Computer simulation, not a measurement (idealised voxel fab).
Name of the process module below: voxel self aligned vias
We display cut, a cross-section 285 nm in width whose square cells are each 5 nm.
Cross-section, as written here: a square-cell grid given band by band from the top down, where a band holds one or more rows of cells.
It is stipulated that each band's entry specify, in nanometres, the height of the top of the band and then that of its bottom, followed by the materials of the band in left-to-right sequence, each together with its width in nanometres. A single material marked by the word "throughout" is understood to fill the band from edge to edge; the word "empty" is understood to denote empty space.
Heights are expressed relative to 0, this being the level below which the as-received wafer comprises one material exclusively. The lowest band is unbounded in the downward direction and is denoted as in "0 and below".
Per-row width for "30->40": begins at first number (top row of band), ends at second number (bottom row), increment between rows held constant.
Key: "identical to before" - step with no changed cell in the cross-section.
"Trapped void list" enumerates empty spaces isolated from the top, with no open way to it, that contain at least 8 cells, giving each as width x height at distance from the left edge, all three in nm.
Read whatever lies past the settings on a step's line as the simulator's own remark about the step.
overlay nm: right-of-plan distance of the mask on a masked step; negative values mean left-of-plan.
[Set out below are the planned steps of the process]
1) RECEIVE: material Si
2) CONFORMAL_DEP: material SiO2, thk nm 10
3) CONFORMAL_DEP: material SiCN, thk nm 5
4) DIRECTIONAL_DEP: material lowk, thk nm 20
5) DIRECTIONAL_DEP: material aC, thk nm 15
6) PATTERN: tone open, mask id LINES, material resist, width nm 25, pitch nm 55, thk nm 35, overlay nm 0
7) DIRECTIONAL_ETCH: etch materials aC, depth nm 15
8) STRIP: etch materials resist
9) DIRECTIONAL_ETCH: etch materials lowk, depth nm 20
10) STRIP: etch materials aC
11) CONFORMAL_DEP: material TiN, thk nm 5
12) FILL_DEP: material Ru, thk nm 10
13) CMP: height nm 35
14) SELECTIVE_ETCH: etch materials W Ru TiN, depth nm 10
15) FILL_DEP: material SiN, thk nm 10
16) CMP: height nm 35
17) DIRECTIONAL_DEP: material lowk, thk nm 15
18) DIRECTIONAL_DEP: material aC, thk nm 15
19) PATTERN: tone open, mask id VIAS, material resist, width nm 35, pitch nm 110, thk nm 35, overlay nm 0
20) DIRECTIONAL_ETCH: etch materials aC, depth nm 15
21) STRIP: etch materials resist
22) DIRECTIONAL_ETCH: etch materials lowk, depth nm 15
23) DIRECTIONAL_ETCH: etch materials SiN, depth nm 10
24) STRIP: etch materials aC
25) CONFORMAL_DEP: material TiN, thk nm 5
26) FILL_DEP: material W, thk nm 10
27) CMP: height nm 50
28) CONFORMAL_DEP: material SiN, thk nm 5
[Step 1 complete: cross-section of the wafer as received]
	0 and below = Si throughout
	Trapped void list: none
[First of two wafers: cross-section at end of module, run per plan]
	55 down to 50 = SiN throughout
	50 down to 40 = 70 nm lowk; 5 nm TiN; 25 nm W; 5 nm TiN; 75 nm lowk; 5 nm TiN; 25 nm W; 5 nm TiN; 70 nm lowk
	40 down to 35 = 70 nm lowk; 10 nm TiN; 15 nm W; 10 nm TiN; 75 nm lowk; 10 nm TiN; 15 nm W; 10 nm TiN; 70 nm lowk
	35 down to 30 = 75 nm lowk; 5 nm TiN; 15 nm W; 5 nm TiN; 30 nm lowk; 25 nm SiN; 30 nm lowk; 5 nm TiN; 15 nm W; 5 nm TiN; 75 nm lowk
	30 down to 25 = 75 nm lowk; 25 nm TiN; 30 nm lowk; 25 nm SiN; 30 nm lowk; 25 nm TiN; 75 nm lowk
	25 down to 20 = 75 nm lowk; 5 nm TiN; 15 nm Ru; 5 nm TiN; 30 nm lowk; 5 nm TiN; 15 nm Ru; 5 nm TiN; 30 nm lowk; 5 nm TiN; 15 nm Ru; 5 nm TiN; 75 nm lowk
	20 down to 15 = 75 nm lowk; 25 nm TiN; 30 nm lowk; 25 nm TiN; 30 nm lowk; 25 nm TiN; 75 nm lowk
	15 down to 10 = SiCN throughout
	10 down to 0 = SiO2 throughout
	0 and below = Si throughout
	Trapped void list: none
[Second wafer through the module, sectioned at the end: same beginning and same plan as the first wafer, with one mistake in carrying it out]
	55 down to 50 = SiN throughout
	50 down to 40 = 70 nm lowk; 5 nm TiN; 25 nm W; 5 nm TiN; 75 nm lowk; 5 nm TiN; 25 nm W; 5 nm TiN; 70 nm lowk
	40 down to 35 = 70 nm lowk; 10 nm TiN; 15 nm W; 10 nm TiN; 75 nm lowk; 10 nm TiN; 15 nm W; 10 nm TiN; 70 nm lowk
	35 down to 30 = 75 nm lowk; 5 nm TiN; 15 nm W; 5 nm TiN; 30 nm lowk; 25 nm SiN; 30 nm lowk; 5 nm TiN; 15 nm W; 5 nm TiN; 75 nm lowk
	30 down to 25 = 75 nm lowk; 25 nm TiN; 30 nm lowk; 25 nm SiN; 30 nm lowk; 25 nm TiN; 75 nm lowk
	25 down to 20 = 75 nm lowk; 5 nm TiN; 15 nm Ru; 5 nm TiN; 30 nm lowk; 5 nm TiN; 15 nm Ru; 5 nm TiN; 30 nm lowk; 5 nm TiN; 15 nm Ru; 5 nm TiN; 75 nm lowk
	20 down to 15 = 75 nm lowk; 25 nm TiN; 30 nm lowk; 25 nm TiN; 30 nm lowk; 25 nm TiN; 75 nm lowk
	15 down to 5 = SiO2 throughout
	5 down to 0 = SiCN throughout
	0 and below = Si throughout
	Trapped void list: none
Run error: mixed up steps 2 and 3 - ran each in the other's place
Final state: per-material cell counts identical on both wafers; locations differ.
